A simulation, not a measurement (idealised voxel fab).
Process module name: voxel air gaps
Cross-sectional view cut (width: 240 nm; square cell size: 5 nm).
When this document writes out a cross-section, it uses a grid of square cells and lists it as bands, beginning at the top and moving down, with a band standing for one or more rows of cells.
In this notation a band is specified by the heights of its top and bottom, in that order and in nm, after which its materials appear from left to right, each paired with its width in nm. The word "all across" attached to a single material means that material fills the band from edge to edge; the word "blank" stands for empty space.
A quick word on heights: they are counted from 0, and under that level the wafer as it came to us is one material throughout. The lowest band is different from the rest in having no bottom; it simply continues downward, written as in "0 down".
A two-number width, for instance "30->40", indicates that the width is equal to the first number in the top row of the band and to the second number in the bottom row, and that it changes by a constant amount per row of cells.
You'll sometimes find "everything unchanged" written for a step, and that's the way of saying that nowhere in the cross-section did a cell change during that step.
Listed in "Completely sealed voids": every empty space of 8 or more cells without an open way to the top. Form: width x height at distance, the distance being from the left edge, all in nm.
Formally, on a step line, whatever follows the settings is a remark that the simulator itself makes on the step.
The line of a step may include "overlay nm". On a step with a mask, this value is how far to the right of its planned place the mask lay. A negative value means the mask lay to the left.
-- Planned process steps
1 RECEIVE: material Si
2 CONFORMAL_DEP: material SiO2, thk nm 15
3 CONFORMAL_DEP: material SiN, thk nm 5
4 DIRECTIONAL_DEP: material SiO2, thk nm 35
5 DIRECTIONAL_DEP: material aC, thk nm 15
6 PATTERN: tone open, mask id LINES, material resist, width nm 20, pitch nm 45, thk nm 35, overlay nm -15
7 DIRECTIONAL_ETCH: etch materials aC, depth nm 15
8 STRIP: etch materials resist
9 DIRECTIONAL_ETCH: etch materials SiO2, depth nm 35
10 STRIP: etch materials aC
11 CONFORMAL_DEP: material TiN, thk nm 5
12 FILL_DEP: material Cu, thk nm 5
13 CMP: height nm 55
14 EPI: material Ru, thk nm 10
15 SELECTIVE_ETCH: etch materials SiO2, depth nm 45
16 CONFORMAL_DEP: material SiCN, thk nm 5
Heads up: all these wafers start the same, and what changes between them is the overlay nm in step 6. The value you see in the plan is just what the first wafer got.
-- Cross-section of the first of several wafers on receipt, reflecting completion of step 1
> 0 down | Si all across
> Completely sealed voids: none
-- Shown in cross-section: the first of several wafers at the end of the module, after its last step, step 16
> 70 to 65 | 10 nm blank  185 nm SiCN  45 nm blank
> 65 to 55 | 10 nm blank  5 nm SiCN  40 nm Ru  5 nm SiCN  40 nm Ru  5 nm SiCN  40 nm Ru  5 nm SiCN  40 nm Ru  5 nm SiCN  45 nm blank
> 55 to 50 | 10 nm blank  15 nm SiCN  5 nm TiN  10 nm Cu  5 nm TiN  25 nm SiCN  5 nm TiN  10 nm Cu  5 nm TiN  25 nm SiCN  5 nm TiN  10 nm Cu  5 nm TiN  25 nm SiCN  5 nm TiN  10 nm Cu  5 nm TiN  15 nm SiCN  45 nm blank
> 50 to 25 | 20 nm blank  5 nm SiCN  5 nm TiN  10 nm Cu  5 nm TiN  5 nm SiCN  15 nm blank  5 nm SiCN  5 nm TiN  10 nm Cu  5 nm TiN  5 nm SiCN  15 nm blank  5 nm SiCN  5 nm TiN  10 nm Cu  5 nm TiN  5 nm SiCN  15 nm blank  5 nm SiCN  5 nm TiN  10 nm Cu  5 nm TiN  5 nm SiCN  55 nm blank
> 25 to 20 | 25 nm SiCN  20 nm TiN  25 nm SiCN  20 nm TiN  25 nm SiCN  20 nm TiN  25 nm SiCN  20 nm TiN  60 nm SiCN
> 20 to 15 | SiN all across
> 15 to 0 | SiO2 all across
> 0 down | Si all across
> Completely sealed voids: 15 x 25 at 50; 15 x 25 at 95; 15 x 25 at 140
-- Cross-section, module end, final of several wafers
> 70 to 65 | 40 nm blank  185 nm SiCN  15 nm blank
> 65 to 55 | 40 nm blank  5 nm SiCN  40 nm Ru  5 nm SiCN  40 nm Ru  5 nm SiCN  40 nm Ru  5 nm SiCN  40 nm Ru  5 nm SiCN  15 nm blank
> 55 to 50 | 40 nm blank  15 nm SiCN  5 nm TiN  10 nm Cu  5 nm TiN  25 nm SiCN  5 nm TiN  10 nm Cu  5 nm TiN  25 nm SiCN  5 nm TiN  10 nm Cu  5 nm TiN  25 nm SiCN  5 nm TiN  10 nm Cu  5 nm TiN  15 nm SiCN  15 nm blank
> 50 to 25 | 50 nm blank  5 nm SiCN  5 nm TiN  10 nm Cu  5 nm TiN  5 nm SiCN  15 nm blank  5 nm SiCN  5 nm TiN  10 nm Cu  5 nm TiN  5 nm SiCN  15 nm blank  5 nm SiCN  5 nm TiN  10 nm Cu  5 nm TiN  5 nm SiCN  15 nm blank  5 nm SiCN  5 nm TiN  10 nm Cu  5 nm TiN  5 nm SiCN  25 nm blank
> 25 to 20 | 55 nm SiCN  20 nm TiN  25 nm SiCN  20 nm TiN  25 nm SiCN  20 nm TiN  25 nm SiCN  20 nm TiN  30 nm SiCN
> 20 to 15 | SiN all across
> 15 to 0 | SiO2 all across
> 0 down | Si all across
> Completely sealed voids: 15 x 25 at 80; 15 x 25 at 125; 15 x 25 at 170
-- Take any row and you have a wafer at the end of the module: how many cells of each material it has gained (+) or lost (-) since it was received, and then its closed voids
overlay nm -15, +48 Cu, +64 Ru, +140 SiCN, +48 SiN, +144 SiO2, +64 TiN, Completely sealed voids: 15 x 25 at 50; 15 x 25 at 95; 15 x 25 at 140
overlay nm -10, +48 Cu, +64 Ru, +140 SiCN, +48 SiN, +144 SiO2, +64 TiN, Completely sealed voids: 15 x 25 at 55; 15 x 25 at 100; 15 x 25 at 145
overlay nm -5, +48 Cu, +64 Ru, +140 SiCN, +48 SiN, +144 SiO2, +64 TiN, Completely sealed voids: 15 x 25 at 60; 15 x 25 at 105; 15 x 25 at 150
overlay nm 0, +48 Cu, +64 Ru, +140 SiCN, +48 SiN, +144 SiO2, +64 TiN, Completely sealed voids: 15 x 25 at 65; 15 x 25 at 110; 15 x 25 at 155
overlay nm 5, +48 Cu, +64 Ru, +140 SiCN, +48 SiN, +144 SiO2, +64 TiN, Completely sealed voids: 15 x 25 at 70; 15 x 25 at 115; 15 x 25 at 160
overlay nm 10, +48 Cu, +64 Ru, +140 SiCN, +48 SiN, +144 SiO2, +64 TiN, Completely sealed voids: 15 x 25 at 75; 15 x 25 at 120; 15 x 25 at 165
overlay nm 15, +48 Cu, +64 Ru, +140 SiCN, +48 SiN, +144 SiO2, +64 TiN, Completely sealed voids: 15 x 25 at 80; 15 x 25 at 125; 15 x 25 at 170
